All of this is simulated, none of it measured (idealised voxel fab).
The process module that follows is named voxel gate over fins.
Pictured: cross-section cut, 165 nm wide, on a grid of 5 nm square cells.
Heads up, the way a cross-section reads in here is a grid of square cells, handed over as bands from the top down, with every band being one or more rows of cells. Band: top and bottom heights (nm) first, top before bottom; then materials from left to right, widths in nm. "full width" marks a sole material filling the band edge to edge. "blank" denotes empty space. For the purposes of this specification, 0 denotes the height below which the wafer in its as-received condition is composed wholly of one material, and the lowermost band, lacking a lower limit, extends downward without end, as expressed in "0 and below". A width given as "30..40" starts at the first number in the band's top row and ends at the second number in its bottom row, shifting by an equal amount at every step from row to row. A step reported as "nothing altered" is a step in which no cell of the cross-section changed. The label "Non-vented voids" introduces a list of the empty spaces, 8 cells or larger, that have no open way up to the top; each entry in it reads width x height at distance, where the distance is taken from the left edge and all three are stated in nm. Heads up: the bit after the settings on a step's line is the simulator's remark on that step. For masked steps, "overlay nm" on the step line gives how far right of plan the mask actually lay; a minus sign means it lay to the left. Each of the pairs that make up the rest of this document says: here is the cross-section before one process step, here is the cross-section after it, drawn only down to the lowest band that changed, and here, under the pair, is the step lying between them with its settings. Different pairs may come from different runs of this module on the same starting wafer, so a pair continues from the pair above it only where its entry headed "Before the process" says so.
### Before the process
20 down to 10 | 70 of blank, 15 of aC, 80 of blank
10 down to 0 | 45 of SiO2, 15 of SiN, 40 of SiO2, 15 of SiN, 50 of SiO2
0 down to -35 | 50 of SiO2, 5 of Si, 50 of SiO2, 5 of Si, 55 of SiO2
-35 and below | Si full width
Non-vented voids: none
### Resulting Structure
20 down to 10 | 70 of blank, 15 of aC, 80 of blank
10 down to 0 | 45 of blank, 15 of SiN, 10 of blank, 15 of SiO2, 15 of blank, 15 of SiN, 50 of blank
0 down to -25 | 45 of blank, 5 of SiO2, 5 of Si, 5 of SiO2, 10 of blank, 15 of SiO2, 15 of blank, 5 of SiO2, 5 of Si, 5 of SiO2, 50 of blank
Under the height -25 nothing was changed.
Non-vented voids: none
Can you name the step between the two cross-sections above? It is DIRECTIONAL_ETCH: etch materials SiO2, depth nm 35
Before the process: This step starts from the configuration shown after the step in the pair immediately above.
### Resulting Structure
10 down to 0 | 45 of blank, 15 of SiN, 10 of blank, 15 of SiO2, 15 of blank, 15 of SiN, 50 of blank
Under the height 0 nothing was changed.
Non-vented voids: none
Can you name the step between the two cross-sections above? It is STRIP: etch materials aC
Before the process: This step starts from the configuration shown after the step in the pair immediately above.
### Resulting Structure
15 down to 10 | 40 of blank, 50 of TiN, 5 of blank, 25 of TiN, 45 of blank
10 down to 0 | 40 of blank, 5 of TiN, 15 of SiN, 10 of TiN, 15 of SiO2, 5 of TiN, 5 of blank, 5 of TiN, 15 of SiN, 5 of TiN, 45 of blank
0 down to -20 | 40 of blank, 5 of TiN, 5 of SiO2, 5 of Si, 5 of SiO2, 10 of TiN, 15 of SiO2, 5 of TiN, 5 of blank, 5 of TiN, 5 of SiO2, 5 of Si, 5 of SiO2, 5 of TiN, 45 of blank
-20 down to -25 | 45 of TiN, 5 of SiO2, 5 of Si, 5 of SiO2, 10 of TiN, 15 of SiO2, 15 of TiN, 5 of SiO2, 5 of Si, 5 of SiO2, 50 of TiN
Under the height -25 nothing was changed.
Non-vented voids: none
Can you name the step between the two cross-sections above? It is CONFORMAL_DEP: material TiN, thk nm 5
Before the process: This step starts from the configuration shown after the step in the pair immediately above.
### Resulting Structure
20 down to 15 | W full width
15 down to 10 | 40 of W, 50 of TiN, 5 of W, 25 of TiN, 45 of W
10 down to 0 | 40 of W, 5 of TiN, 15 of SiN, 10 of TiN, 15 of SiO2, 5 of TiN, 5 of W, 5 of TiN, 15 of SiN, 5 of TiN, 45 of W
0 down to -20 | 40 of W, 5 of TiN, 5 of SiO2, 5 of Si, 5 of SiO2, 10 of TiN, 15 of SiO2, 5 of TiN, 5 of W, 5 of TiN, 5 of SiO2, 5 of Si, 5 of SiO2, 5 of TiN, 45 of W
Under the height -20 nothing was changed.
Non-vented voids: none
Can you name the step between the two cross-sections above? It is FILL_DEP: material W, thk nm 5
Before the process: This step starts from the configuration shown after the step in the pair immediately above.
### Resulting Structure
10 down to 0 | 40 of W, 5 of TiN, 15 of SiN, 10 of TiN, 15 of SiO2, 5 of TiN, 5 of W, 5 of TiN, 15 of SiN, 5 of TiN, 45 of W
Under the height 0 nothing was changed.
Non-vented voids: none
Can you name the step between the two cross-sections above? It is CMP: height nm 10
Before the process: This step starts from the configuration shown after the step in the pair immediately above.
### Resulting Structure
10 down to 0 | 45 of blank, 15 of SiN, 10 of blank, 15 of SiO2, 15 of blank, 15 of SiN, 50 of blank
0 down to -20 | 45 of blank, 5 of SiO2, 5 of Si, 5 of SiO2, 10 of blank, 15 of SiO2, 15 of blank, 5 of SiO2, 5 of Si, 5 of SiO2, 50 of blank
Under the height -20 nothing was changed.
Non-vented voids: none
Can you name the step between the two cross-sections above? It is SELECTIVE_ETCH: etch materials W Ru TiN, depth nm 30
Before the process: This step starts from the configuration shown after the step in the pair immediately above.
### Resulting Structure
15 down to 10 | SiO2 full width
10 down to 0 | 45 of SiO2, 15 of SiN, 40 of SiO2, 15 of SiN, 50 of SiO2
0 down to -20 | 50 of SiO2, 5 of Si, 50 of SiO2, 5 of Si, 55 of SiO2
Under the height -20 nothing was changed.
Non-vented voids: none
Can you name the step between the two cross-sections above? It is FILL_DEP: material SiO2, thk nm 5
Before the process: This step starts from the configuration shown after the step in the pair immediately above.
### Resulting Structure
10 down to 0 | 45 of SiO2, 15 of SiN, 40 of SiO2, 15 of SiN, 50 of SiO2
Under the height 0 nothing was changed.
Non-vented voids: none
Can you name the step between the two cross-sections above? It is CMP: height nm 10
Before the process: This step starts from the configuration shown after the step in the pair immediately above.
### Resulting Structure
10 down to 0 | 45 of blank, 15 of SiN, 40 of blank, 15 of SiN, 50 of blank
0 down to -10 | 50 of blank, 5 of Si, 50 of blank, 5 of Si, 55 of blank
Under the height -10 nothing was changed.
Non-vented voids: none
Can you name the step between the two cross-sections above? It is SELECTIVE_ETCH: etch materials SiO2, depth nm 20
Before the process: This step starts from the configuration shown after the step in the pair immediately above.
### Resulting Structure
0 down to -10 | 50 of blank, 5 of Si, 50 of blank, 5 of Si, 55 of blank
Under the height -10 nothing was changed.
Non-vented voids: none
Can you name the step between the two cross-sections above? It is STRIP: etch materials SiN
Before the process: This step starts from the configuration shown after the step in the pair immediately above.
### Resulting Structure
5 down to 0 | 45 of blank, 15 of HfO2, 40 of blank, 15 of HfO2, 50 of blank
0 down to -5 | 45 of blank, 5 of HfO2, 5 of Si, 5 of HfO2, 40 of blank, 5 of HfO2, 5 of Si, 5 of HfO2, 50 of blank
-5 down to -10 | 50 of HfO2, 5 of Si, 50 of HfO2, 5 of Si, 55 of HfO2
Under the height -10 nothing was changed.
Non-vented voids: none
Can you name the step between the two cross-sections above? It is CONFORMAL_DEP: material HfO2, thk nm 5
Before the process: This step starts from the configuration shown after the step in the pair immediately above.
### Resulting Structure
10 down to 5 | 40 of blank, 25 of TiN, 30 of blank, 25 of TiN, 45 of blank
5 down to 0 | 40 of blank, 5 of TiN, 15 of HfO2, 5 of TiN, 30 of blank, 5 of TiN, 15 of HfO2, 5 of TiN, 45 of blank
0 down to -5 | 45 of TiN, 5 of HfO2, 5 of Si, 5 of HfO2, 40 of TiN, 5 of HfO2, 5 of Si, 5 of HfO2, 50 of TiN
Under the height -5 nothing was changed.
Non-vented voids: none
Can you name the step between the two cross-sections above? It is CONFORMAL_DEP: material TiN, thk nm 5
Before the process: This step starts from the configuration shown after the step in the pair immediately above.
### Resulting Structure
15 down to 10 | 35 of blank, 35 of TiAl, 20 of blank, 35 of TiAl, 40 of blank
10 down to 5 | 35 of blank, 5 of TiAl, 25 of TiN, 5 of TiAl, 20 of blank, 5 of TiAl, 25 of TiN, 5 of TiAl, 40 of blank
5 down to 0 | 40 of TiAl, 5 of TiN, 15 of HfO2, 5 of TiN, 30 of TiAl, 5 of TiN, 15 of HfO2, 5 of TiN, 45 of TiAl
Under the height 0 nothing was changed.
Non-vented voids: none
Can you name the step between the two cross-sections above? It is CONFORMAL_DEP: material TiAl, thk nm 5
Before the process: This step starts from the configuration shown after the step in the pair immediately above.
### Resulting Structure
20 down to 15 | 30 of blank, 45 of TiN, 10 of blank, 45 of TiN, 35 of blank
15 down to 10 | 30 of blank, 5 of TiN, 35 of TiAl, 5 of TiN, 10 of blank, 5 of TiN, 35 of TiAl, 5 of TiN, 35 of blank
10 down to 5 | 35 of TiN, 5 of TiAl, 25 of TiN, 5 of TiAl, 20 of TiN, 5 of TiAl, 25 of TiN, 5 of TiAl, 40 of TiN
Under the height 5 nothing was changed.
Non-vented voids: none
Can you name the step between the two cross-sections above? It is CONFORMAL_DEP: material TiN, thk nm 5
Before the process: This step starts from the configuration shown after the step in the pair immediately above.
### Resulting Structure
30 down to 20 | W full width
20 down to 15 | 30 of W, 45 of TiN, 10 of W, 45 of TiN, 35 of W
15 down to 10 | 30 of W, 5 of TiN, 35 of TiAl, 5 of TiN, 10 of W, 5 of TiN, 35 of TiAl, 5 of TiN, 35 of W
Under the height 10 nothing was changed.
Non-vented voids: none
Can you name the step between the two cross-sections above? It is FILL_DEP: material W, thk nm 10
Before the process: This step starts from the configuration shown after the step in the pair immediately above.
### Resulting Structure
25 down to 20 | W full width
Under the height 20 nothing was changed.
Non-vented voids: none
Can you name the step between the two cross-sections above? It is CMP: height nm 25
Before the process: This step starts from the configuration shown after the step in the pair immediately above.
### Resulting Structure
35 down to 25 | SiN full width
Under the height 25 nothing was changed.
Non-vented voids: none
Can you name the step between the two cross-sections above? It is CONFORMAL_DEP: material SiN, thk nm 10
